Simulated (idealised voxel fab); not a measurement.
process module | voxel transistor to metal
cross-section cut | 155 nm wide | cells 5 nm
A cross-section is a grid of square cells, given in bands from the top down. A band is one or more rows of cells.
Each band's line starts with the height of the band's top and of its bottom, in nm. Then come its materials from left to right, each with its width in nm. One material with "throughout" fills the band from edge to edge. "air" is empty space.
Height 0 is the level under which the wafer as received is all one material. The lowest band goes on downwards, as in "0 down".
A width such as "30 to 40" changes by the same amount from each row of cells to the next, from the band's top row to its bottom row.
"no change" after a step means that no cell of the cross-section changed.
closed voids: empty space of 8 cells or more with no open way to the top, each as width x height at its distance from the left edge, in nm
after a step's settings: what the simulator itself notes on the step
overlay nm, on a step with a mask: how far to the right of its planned place the mask lay; to the left if negative
plan
1 op RECEIVE | material Si
2 op OXIDIZE | depth nm 5
3 op CONFORMAL_DEP | material SiN | thk nm 15
4 op MASKED_ETCH | tone cover | mask id ACTIVE | width nm 105 | etch materials SiN | depth nm 15 | overlay nm 0
5 op MASKED_ETCH | tone cover | mask id ACTIVE | width nm 105 | etch materials SiO2 | depth nm 5 | overlay nm 0
6 op MASKED_ETCH | tone cover | mask id ACTIVE | width nm 105 | etch materials Si | depth nm 35 | overlay nm 0
7 op OXIDIZE | depth nm 5
8 op FILL_DEP | material SiO2 | thk nm 10
9 op CMP | height nm 15
10 op SELECTIVE_ETCH | etch materials SiO2 | depth nm 10
11 op STRIP | etch materials SiN
12 op SELECTIVE_ETCH | etch materials SiO2 | depth nm 5
13 op OXIDIZE | depth nm 5
14 op DIRECTIONAL_DEP | material polySi | thk nm 25
15 op DIRECTIONAL_DEP | material SiCN | thk nm 15
16 op DIRECTIONAL_DEP | material aC | thk nm 10
17 op PATTERN | tone cover | mask id GATE | material resist | width nm 15 | thk nm 25 | overlay nm 0
18 op DIRECTIONAL_ETCH | etch materials aC | depth nm 10
19 op STRIP | etch materials resist
20 op DIRECTIONAL_ETCH | etch materials SiCN | depth nm 25
21 op DIRECTIONAL_ETCH | etch materials polySi | depth nm 35
22 op STRIP | etch materials aC
23 op CONFORMAL_DEP | material SiO2 | thk nm 5
24 op DIRECTIONAL_ETCH | etch materials SiO2 | depth nm 5
25 op CONFORMAL_DEP | material SiN | thk nm 10
26 op DIRECTIONAL_ETCH | etch materials SiN | depth nm 10
27 op DIRECTIONAL_ETCH | etch materials SiO2 | depth nm 5
28 op DIRECTIONAL_ETCH | etch materials Si | depth nm 5
29 op EPI | material pSi | thk nm 10
30 op FILL_DEP | material SiO2 | thk nm 5
31 op CMP | height nm 35
32 op DIRECTIONAL_DEP | material SiO2 | thk nm 15
33 op PATTERN | tone open | mask id CONTACT | material resist | width nm 20 | pitch nm 65 | thk nm 20 | overlay nm 0
34 op DIRECTIONAL_ETCH | etch materials SiO2 | depth nm 50
35 op STRIP | etch materials resist
36 op CONFORMAL_DEP | material TiN | thk nm 5
37 op FILL_DEP | material W | thk nm 5
38 op CMP | height nm 50
39 op CONFORMAL_DEP | material SiCN | thk nm 5
40 op DIRECTIONAL_DEP | material SiO2 | thk nm 25
41 op PATTERN | tone open | mask id METAL_1 | material resist | width nm 20 | pitch nm 65 | thk nm 15 | overlay nm 0
42 op DIRECTIONAL_ETCH | etch materials SiO2 | depth nm 25
43 op DIRECTIONAL_ETCH | etch materials SiCN | depth nm 5
44 op STRIP | etch materials resist
45 op CONFORMAL_DEP | material TiN | thk nm 5
46 op FILL_DEP | material W | thk nm 5
47 op CMP | height nm 80
48 op EPI | material Ru | thk nm 5
49 op FILL_DEP | material SiCN | thk nm 5
first wafer, as planned
as received, after step 1
  0 down: Si throughout
  closed voids: none
after step 2
  0 to -5: SiO2 throughout
  below -5: unchanged
after step 3
  15 to 0: SiN throughout
  below 0: unchanged
after step 4
  15 to 0: air 25 | SiN 105 | air 25
  below 0: unchanged
after step 5
  15 to 0: air 25 | SiN 105 | air 25
  0 to -5: air 25 | SiO2 105 | air 25
  below -5: unchanged
after step 6
  15 to 0: air 25 | SiN 105 | air 25
  0 to -5: air 25 | SiO2 105 | air 25
  -5 to -40: air 25 | Si 105 | air 25
  below -40: unchanged
after step 7
  15 to 0: air 25 | SiN 105 | air 25
  0 to -5: air 25 | SiO2 105 | air 25
  -5 to -40: air 25 | SiO2 5 | Si 95 | SiO2 5 | air 25
  -40 to -45: SiO2 30 | Si 95 | SiO2 30
  below -45: unchanged
after step 8
  25 to 15: SiO2 throughout
  15 to 0: SiO2 25 | SiN 105 | SiO2 25
  0 to -5: SiO2 throughout
  -5 to -45: SiO2 30 | Si 95 | SiO2 30
  below -45: unchanged
after step 9
  15 to 0: SiO2 25 | SiN 105 | SiO2 25
  below 0: unchanged
after step 10
  15 to 5: air 25 | SiN 105 | air 25
  below 5: unchanged
after step 11
  5 to 0: SiO2 25 | air 105 | SiO2 25
  below 0: unchanged
after step 12
  0 to -5: SiO2 20 | air 115 | SiO2 20
  below -5: unchanged
after step 13
  0 to -5: SiO2 20 | air 115 | SiO2 20
  -5 to -10: SiO2 throughout
  below -10: unchanged
after step 14
  25 to 20: polySi 20 | air 115 | polySi 20
  20 to 0: polySi throughout
  0 to -5: SiO2 20 | polySi 115 | SiO2 20
  below -5: unchanged
after step 15
  40 to 35: SiCN 20 | air 115 | SiCN 20
  35 to 25: SiCN throughout
  25 to 20: polySi 20 | SiCN 115 | polySi 20
  below 20: unchanged
after step 16
  50 to 45: aC 20 | air 115 | aC 20
  45 to 40: aC throughout
  40 to 35: SiCN 20 | aC 115 | SiCN 20
  below 35: unchanged
after step 17
  75 to 50: air 70 | resist 15 | air 70
  50 to 45: aC 20 | air 50 | resist 15 | air 50 | aC 20
  below 45: unchanged
after step 18
  65 to 45: air 70 | resist 15 | air 70
  45 to 40: air 70 | aC 15 | air 70
  40 to 35: SiCN 20 | air 50 | aC 15 | air 50 | SiCN 20
  below 35: unchanged
after step 19
  45 to 40: air 70 | aC 15 | air 70
  below 40: unchanged
after step 20
  45 to 35: air 70 | aC 15 | air 70
  35 to 25: air 70 | SiCN 15 | air 70
  25 to 20: polySi 20 | air 50 | SiCN 15 | air 50 | polySi 20
  below 20: unchanged
after step 21
  45 to 35: air 70 | aC 15 | air 70
  35 to 20: air 70 | SiCN 15 | air 70
  20 to 0: air 70 | polySi 15 | air 70
  0 to -5: SiO2 20 | air 50 | polySi 15 | air 50 | SiO2 20
  below -5: unchanged
after step 22
  35 to 20: air 70 | SiCN 15 | air 70
  below 20: unchanged
after step 23
  40 to 35: air 65 | SiO2 25 | air 65
  35 to 20: air 65 | SiO2 5 | SiCN 15 | SiO2 5 | air 65
  20 to 5: air 65 | SiO2 5 | polySi 15 | SiO2 5 | air 65
  5 to 0: SiO2 25 | air 40 | SiO2 5 | polySi 15 | SiO2 5 | air 40 | SiO2 25
  0 to -5: SiO2 70 | polySi 15 | SiO2 70
  below -5: unchanged
after step 24
  35 to 20: air 65 | SiO2 5 | SiCN 15 | SiO2 5 | air 65
  20 to 0: air 65 | SiO2 5 | polySi 15 | SiO2 5 | air 65
  0 to -5: SiO2 25 | air 40 | SiO2 5 | polySi 15 | SiO2 5 | air 40 | SiO2 25
  below -5: unchanged
after step 25
  45 to 35: air 55 | SiN 45 | air 55
  35 to 20: air 55 | SiN 10 | SiO2 5 | SiCN 15 | SiO2 5 | SiN 10 | air 55
  20 to 10: air 55 | SiN 10 | SiO2 5 | polySi 15 | SiO2 5 | SiN 10 | air 55
  10 to 5: SiN 35 | air 20 | SiN 10 | SiO2 5 | polySi 15 | SiO2 5 | SiN 10 | air 20 | SiN 35
  5 to 0: SiN 65 | SiO2 5 | polySi 15 | SiO2 5 | SiN 65
  0 to -5: SiO2 25 | SiN 40 | SiO2 5 | polySi 15 | SiO2 5 | SiN 40 | SiO2 25
  below -5: unchanged
after step 26
  35 to 20: air 55 | SiN 10 | SiO2 5 | SiCN 15 | SiO2 5 | SiN 10 | air 55
  20 to 0: air 55 | SiN 10 | SiO2 5 | polySi 15 | SiO2 5 | SiN 10 | air 55
  0 to -5: SiO2 25 | SiN 10 | air 20 | SiN 10 | SiO2 5 | polySi 15 | SiO2 5 | SiN 10 | air 20 | SiN 10 | SiO2 25
  below -5: unchanged
after step 27
  35 to 30: air 55 | SiN 10 | air 5 | SiCN 15 | air 5 | SiN 10 | air 55
  30 to 20: air 55 | SiN 10 | SiO2 5 | SiCN 15 | SiO2 5 | SiN 10 | air 55
  20 to 0: air 55 | SiN 10 | SiO2 5 | polySi 15 | SiO2 5 | SiN 10 | air 55
  0 to -5: air 25 | SiN 10 | air 20 | SiN 10 | SiO2 5 | polySi 15 | SiO2 5 | SiN 10 | air 20 | SiN 10 | air 25
  -5 to -10: SiO2 35 | air 20 | SiO2 45 | air 20 | SiO2 35
  below -10: unchanged
after step 28
  35 to 30: air 55 | SiN 10 | air 5 | SiCN 15 | air 5 | SiN 10 | air 55
  30 to 20: air 55 | SiN 10 | SiO2 5 | SiCN 15 | SiO2 5 | SiN 10 | air 55
  20 to 0: air 55 | SiN 10 | SiO2 5 | polySi 15 | SiO2 5 | SiN 10 | air 55
  0 to -5: air 25 | SiN 10 | air 20 | SiN 10 | SiO2 5 | polySi 15 | SiO2 5 | SiN 10 | air 20 | SiN 10 | air 25
  -5 to -10: SiO2 35 | air 20 | SiO2 45 | air 20 | SiO2 35
  -10 to -15: SiO2 30 | Si 5 | air 20 | Si 45 | air 20 | Si 5 | SiO2 30
  below -15: unchanged
after step 29
  35 to 30: air 55 | SiN 10 | air 5 | SiCN 15 | air 5 | SiN 10 | air 55
  30 to 20: air 55 | SiN 10 | SiO2 5 | SiCN 15 | SiO2 5 | SiN 10 | air 55
  20 to 0: air 55 | SiN 10 | SiO2 5 | polySi 15 | SiO2 5 | SiN 10 | air 55
  0 to -5: air 25 | SiN 10 | pSi 20 | SiN 10 | SiO2 5 | polySi 15 | SiO2 5 | SiN 10 | pSi 20 | SiN 10 | air 25
  -5 to -10: SiO2 35 | pSi 20 | SiO2 45 | pSi 20 | SiO2 35
  -10 to -15: SiO2 30 | Si 5 | pSi 20 | Si 45 | pSi 20 | Si 5 | SiO2 30
  below -15: unchanged
after step 30
  40 to 35: SiO2 throughout
  35 to 20: SiO2 55 | SiN 10 | SiO2 5 | SiCN 15 | SiO2 5 | SiN 10 | SiO2 55
  20 to 0: SiO2 55 | SiN 10 | SiO2 5 | polySi 15 | SiO2 5 | SiN 10 | SiO2 55
  0 to -5: SiO2 25 | SiN 10 | pSi 20 | SiN 10 | SiO2 5 | polySi 15 | SiO2 5 | SiN 10 | pSi 20 | SiN 10 | SiO2 25
  below -5: unchanged
after step 31
  35 to 20: SiO2 55 | SiN 10 | SiO2 5 | SiCN 15 | SiO2 5 | SiN 10 | SiO2 55
  below 20: unchanged
after step 32
  50 to 35: SiO2 throughout
  below 35: unchanged
after step 33
  70 to 50: resist 35 | air 20 | resist 45 | air 20 | resist 35
  below 50: unchanged
after step 34
  70 to 50: resist 35 | air 20 | resist 45 | air 20 | resist 35
  50 to 35: SiO2 35 | air 20 | SiO2 45 | air 20 | SiO2 35
  35 to 20: SiO2 35 | air 20 | SiN 10 | SiO2 5 | SiCN 15 | SiO2 5 | SiN 10 | air 20 | SiO2 35
  20 to 0: SiO2 35 | air 20 | SiN 10 | SiO2 5 | polySi 15 | SiO2 5 | SiN 10 | air 20 | SiO2 35
  below 0: unchanged
after step 35
  50 to 35: SiO2 35 | air 20 | SiO2 45 | air 20 | SiO2 35
  below 35: unchanged
after step 36
  55 to 50: TiN 40 | air 10 | TiN 55 | air 10 | TiN 40
  50 to 35: SiO2 35 | TiN 5 | air 10 | TiN 5 | SiO2 45 | TiN 5 | air 10 | TiN 5 | SiO2 35
  35 to 20: SiO2 35 | TiN 5 | air 10 | TiN 5 | SiN 10 | SiO2 5 | SiCN 15 | SiO2 5 | SiN 10 | TiN 5 | air 10 | TiN 5 | SiO2 35
  20 to 5: SiO2 35 | TiN 5 | air 10 | TiN 5 | SiN 10 | SiO2 5 | polySi 15 | SiO2 5 | SiN 10 | TiN 5 | air 10 | TiN 5 | SiO2 35
  5 to 0: SiO2 35 | TiN 20 | SiN 10 | SiO2 5 | polySi 15 | SiO2 5 | SiN 10 | TiN 20 | SiO2 35
  below 0: unchanged
after step 37
  60 to 55: W throughout
  55 to 50: TiN 40 | W 10 | TiN 55 | W 10 | TiN 40
  50 to 35: SiO2 35 | TiN 5 | W 10 | TiN 5 | SiO2 45 | TiN 5 | W 10 | TiN 5 | SiO2 35
  35 to 20: SiO2 35 | TiN 5 | W 10 | TiN 5 | SiN 10 | SiO2 5 | SiCN 15 | SiO2 5 | SiN 10 | TiN 5 | W 10 | TiN 5 | SiO2 35
  20 to 5: SiO2 35 | TiN 5 | W 10 | TiN 5 | SiN 10 | SiO2 5 | polySi 15 | SiO2 5 | SiN 10 | TiN 5 | W 10 | TiN 5 | SiO2 35
  below 5: unchanged
after step 38
  50 to 35: SiO2 35 | TiN 5 | W 10 | TiN 5 | SiO2 45 | TiN 5 | W 10 | TiN 5 | SiO2 35
  below 35: unchanged
after step 39
  55 to 50: SiCN throughout
  below 50: unchanged
after step 40
  80 to 55: SiO2 throughout
  below 55: unchanged
after step 41
  95 to 80: resist 35 | air 20 | resist 45 | air 20 | resist 35
  below 80: unchanged
after step 42
  95 to 80: resist 35 | air 20 | resist 45 | air 20 | resist 35
  80 to 55: SiO2 35 | air 20 | SiO2 45 | air 20 | SiO2 35
  below 55: unchanged
after step 43
  95 to 80: resist 35 | air 20 | resist 45 | air 20 | resist 35
  80 to 55: SiO2 35 | air 20 | SiO2 45 | air 20 | SiO2 35
  55 to 50: SiCN 35 | air 20 | SiCN 45 | air 20 | SiCN 35
  below 50: unchanged
after step 44
  80 to 55: SiO2 35 | air 20 | SiO2 45 | air 20 | SiO2 35
  below 55: unchanged
after step 45
  85 to 80: TiN 40 | air 10 | TiN 55 | air 10 | TiN 40
  80 to 55: SiO2 35 | TiN 5 | air 10 | TiN 5 | SiO2 45 | TiN 5 | air 10 | TiN 5 | SiO2 35
  55 to 50: SiCN 35 | TiN 20 | SiCN 45 | TiN 20 | SiCN 35
  below 50: unchanged
after step 46
  90 to 85: W throughout
  85 to 80: TiN 40 | W 10 | TiN 55 | W 10 | TiN 40
  80 to 55: SiO2 35 | TiN 5 | W 10 | TiN 5 | SiO2 45 | TiN 5 | W 10 | TiN 5 | SiO2 35
  below 55: unchanged
after step 47
  80 to 55: SiO2 35 | TiN 5 | W 10 | TiN 5 | SiO2 45 | TiN 5 | W 10 | TiN 5 | SiO2 35
  below 55: unchanged
after step 48
  85 to 80: air 30 | Ru 30 | air 35 | Ru 30 | air 30
  below 80: unchanged
after step 49
  90 to 85: SiCN throughout
  85 to 80: SiCN 30 | Ru 30 | SiCN 35 | Ru 30 | SiCN 30
  below 80: unchanged
second wafer: like start, like plan, one mistake. Through step 25 it matches the first wafer
when step 26 should have ended
  40 to 35: air 55 | SiN 45 | air 55
  35 to 20: air 55 | SiN 10 | SiO2 5 | SiCN 15 | SiO2 5 | SiN 10 | air 55
  20 to 5: air 55 | SiN 10 | SiO2 5 | polySi 15 | SiO2 5 | SiN 10 | air 55
  5 to 0: SiN 35 | air 20 | SiN 10 | SiO2 5 | polySi 15 | SiO2 5 | SiN 10 | air 20 | SiN 35
  below 0: unchanged
when step 27 should have ended: no change
when step 28 should have ended: no change
when step 29 should have ended: no change
when step 30 should have ended
  45 to 40: SiO2 throughout
  40 to 35: SiO2 55 | SiN 45 | SiO2 55
  35 to 20: SiO2 55 | SiN 10 | SiO2 5 | SiCN 15 | SiO2 5 | SiN 10 | SiO2 55
  20 to 5: SiO2 55 | SiN 10 | SiO2 5 | polySi 15 | SiO2 5 | SiN 10 | SiO2 55
  5 to 0: SiN 35 | SiO2 20 | SiN 10 | SiO2 5 | polySi 15 | SiO2 5 | SiN 10 | SiO2 20 | SiN 35
  below 0: unchanged
when step 31 should have ended
  35 to 20: SiO2 55 | SiN 10 | SiO2 5 | SiCN 15 | SiO2 5 | SiN 10 | SiO2 55
  below 20: unchanged
when step 32 should have ended
  50 to 35: SiO2 throughout
  below 35: unchanged
when step 33 should have ended
  70 to 50: resist 35 | air 20 | resist 45 | air 20 | resist 35
  below 50: unchanged
when step 34 should have ended
  70 to 50: resist 35 | air 20 | resist 45 | air 20 | resist 35
  50 to 35: SiO2 35 | air 20 | SiO2 45 | air 20 | SiO2 35
  35 to 20: SiO2 35 | air 20 | SiN 10 | SiO2 5 | SiCN 15 | SiO2 5 | SiN 10 | air 20 | SiO2 35
  20 to 5: SiO2 35 | air 20 | SiN 10 | SiO2 5 | polySi 15 | SiO2 5 | SiN 10 | air 20 | SiO2 35
  5 to 0: SiN 35 | air 20 | SiN 10 | SiO2 5 | polySi 15 | SiO2 5 | SiN 10 | air 20 | SiN 35
  below 0: unchanged
when step 35 should have ended
  50 to 35: SiO2 35 | air 20 | SiO2 45 | air 20 | SiO2 35
  below 35: unchanged
when step 36 should have ended
  55 to 50: TiN 40 | air 10 | TiN 55 | air 10 | TiN 40
  50 to 35: SiO2 35 | TiN 5 | air 10 | TiN 5 | SiO2 45 | TiN 5 | air 10 | TiN 5 | SiO2 35
  35 to 20: SiO2 35 | TiN 5 | air 10 | TiN 5 | SiN 10 | SiO2 5 | SiCN 15 | SiO2 5 | SiN 10 | TiN 5 | air 10 | TiN 5 | SiO2 35
  20 to 5: SiO2 35 | TiN 5 | air 10 | TiN 5 | SiN 10 | SiO2 5 | polySi 15 | SiO2 5 | SiN 10 | TiN 5 | air 10 | TiN 5 | SiO2 35
  5 to 0: SiN 35 | TiN 20 | SiN 10 | SiO2 5 | polySi 15 | SiO2 5 | SiN 10 | TiN 20 | SiN 35
  below 0: unchanged
when step 37 should have ended
  60 to 55: W throughout
  55 to 50: TiN 40 | W 10 | TiN 55 | W 10 | TiN 40
  50 to 35: SiO2 35 | TiN 5 | W 10 | TiN 5 | SiO2 45 | TiN 5 | W 10 | TiN 5 | SiO2 35
  35 to 20: SiO2 35 | TiN 5 | W 10 | TiN 5 | SiN 10 | SiO2 5 | SiCN 15 | SiO2 5 | SiN 10 | TiN 5 | W 10 | TiN 5 | SiO2 35
  20 to 5: SiO2 35 | TiN 5 | W 10 | TiN 5 | SiN 10 | SiO2 5 | polySi 15 | SiO2 5 | SiN 10 | TiN 5 | W 10 | TiN 5 | SiO2 35
  below 5: unchanged
when step 38 should have ended
  50 to 35: SiO2 35 | TiN 5 | W 10 | TiN 5 | SiO2 45 | TiN 5 | W 10 | TiN 5 | SiO2 35
  below 35: unchanged
when step 39 should have ended
  55 to 50: SiCN throughout
  below 50: unchanged
when step 40 should have ended
  80 to 55: SiO2 throughout
  below 55: unchanged
when step 41 should have ended
  95 to 80: resist 35 | air 20 | resist 45 | air 20 | resist 35
  below 80: unchanged
when step 42 should have ended
  95 to 80: resist 35 | air 20 | resist 45 | air 20 | resist 35
  80 to 55: SiO2 35 | air 20 | SiO2 45 | air 20 | SiO2 35
  below 55: unchanged
when step 43 should have ended
  95 to 80: resist 35 | air 20 | resist 45 | air 20 | resist 35
  80 to 55: SiO2 35 | air 20 | SiO2 45 | air 20 | SiO2 35
  55 to 50: SiCN 35 | air 20 | SiCN 45 | air 20 | SiCN 35
  below 50: unchanged
when step 44 should have ended
  80 to 55: SiO2 35 | air 20 | SiO2 45 | air 20 | SiO2 35
  below 55: unchanged
when step 45 should have ended
  85 to 80: TiN 40 | air 10 | TiN 55 | air 10 | TiN 40
  80 to 55: SiO2 35 | TiN 5 | air 10 | TiN 5 | SiO2 45 | TiN 5 | air 10 | TiN 5 | SiO2 35
  55 to 50: SiCN 35 | TiN 20 | SiCN 45 | TiN 20 | SiCN 35
  below 50: unchanged
when step 46 should have ended
  90 to 85: W throughout
  85 to 80: TiN 40 | W 10 | TiN 55 | W 10 | TiN 40
  80 to 55: SiO2 35 | TiN 5 | W 10 | TiN 5 | SiO2 45 | TiN 5 | W 10 | TiN 5 | SiO2 35
  below 55: unchanged
when step 47 should have ended
  80 to 55: SiO2 35 | TiN 5 | W 10 | TiN 5 | SiO2 45 | TiN 5 | W 10 | TiN 5 | SiO2 35
  below 55: unchanged
when step 48 should have ended
  85 to 80: air 30 | Ru 30 | air 35 | Ru 30 | air 30
  below 80: unchanged
when step 49 should have ended
  90 to 85: SiCN throughout
  85 to 80: SiCN 30 | Ru 30 | SiCN 35 | Ru 30 | SiCN 30
  below 80: unchanged
what went wrong: step 26 ran as: op DIRECTIONAL_ETCH | etch materials SiN | depth nm 5
at the end the second wafer has, in cells: 8 more of Si | 22 more of SiN | 6 fewer of SiO2 | 24 fewer of pSi
